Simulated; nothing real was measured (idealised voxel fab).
Process module in this document: voxel released beams
Shown is cross-section cut, with a width of 215 nm and square cells of size 5 nm.
When this document writes out a cross-section, it uses a grid of square cells and lists it as bands, beginning at the top and moving down, with a band standing for one or more rows of cells.
Read a band's entry like this: the first values are the height of its top and the height of its bottom in nm, and what follows is the sequence of materials from left to right, each with its width in nm. Note that "empty" is empty space, and that a single material marked "all across" reaches across the band from edge to edge.
Ref level 0: as-received wafer is one material below here. Bottom band extends down with no lower bound ("top 0, no bottom").
Graded width ("30->40"): value in top row of band = first number; value in bottom row = second number; row-to-row change constant.
Key: "no change" - step with no changed cell in the cross-section.
Each empty space that has no open way to the top and spans at least 8 cells appears under "Voids, enclosed" as width x height at distance, the distance counted from the left edge, all in nm.
Step line, after settings: the simulator's comment on this step.
overlay nm: mask right of planned place by this much (step with mask). Neg. = left.

[Planned process steps]
1 RECEIVE [material Si]
2 CONFORMAL_DEP [material SiN] [thk nm 10]
3 DIRECTIONAL_DEP [material SiO2] [thk nm 15]
4 PATTERN [tone open] [mask id ANCHOR] [material resist] [width nm 45] [thk nm 15] [overlay nm 0]
5 DIRECTIONAL_ETCH [etch materials SiO2] [depth nm 15]
6 STRIP [etch materials resist]
7 CONFORMAL_DEP [material W] [thk nm 15]
8 MASKED_ETCH [tone cover] [mask id BEAM] [width nm 90] [etch materials W] [depth nm 15] [overlay nm 0]
9 STRIP [etch materials SiO2]

[Wafer cross-section on receipt, i.e. after step 1]
top 0, no bottom | Si all across
Voids, enclosed: none

[First of two wafers, end-of-module section, run followed plan]
top 40, bottom 25 | 60 nm empty / 20 nm W / 15 nm empty / 55 nm W / 65 nm empty
top 25, bottom 10 | 65 nm empty / 45 nm W / 105 nm empty
top 10, bottom 0 | SiN all across
top 0, no bottom | Si all across
Voids, enclosed: none

[Presented here is a cross-section of the second of the two wafers as it stood at the end of the module. It was started in the same manner and assigned the same plan as the first wafer; however, one mistake was made in its execution]
top 25, bottom 10 | 65 nm empty / 15 nm W / 15 nm empty / 15 nm W / 105 nm empty
top 10, bottom 0 | SiN all across
top 0, no bottom | Si all across
Voids, enclosed: none
Misprocessing identified: step 8 was run on a setting that differed from the plan, and what really ran there is MASKED_ETCH [tone open] [mask id BEAM] [width nm 90] [etch materials W] [depth nm 15] [overlay nm 0]
Heads up, by the end the second wafer has more or fewer cells of some materials compared to the first: W -54
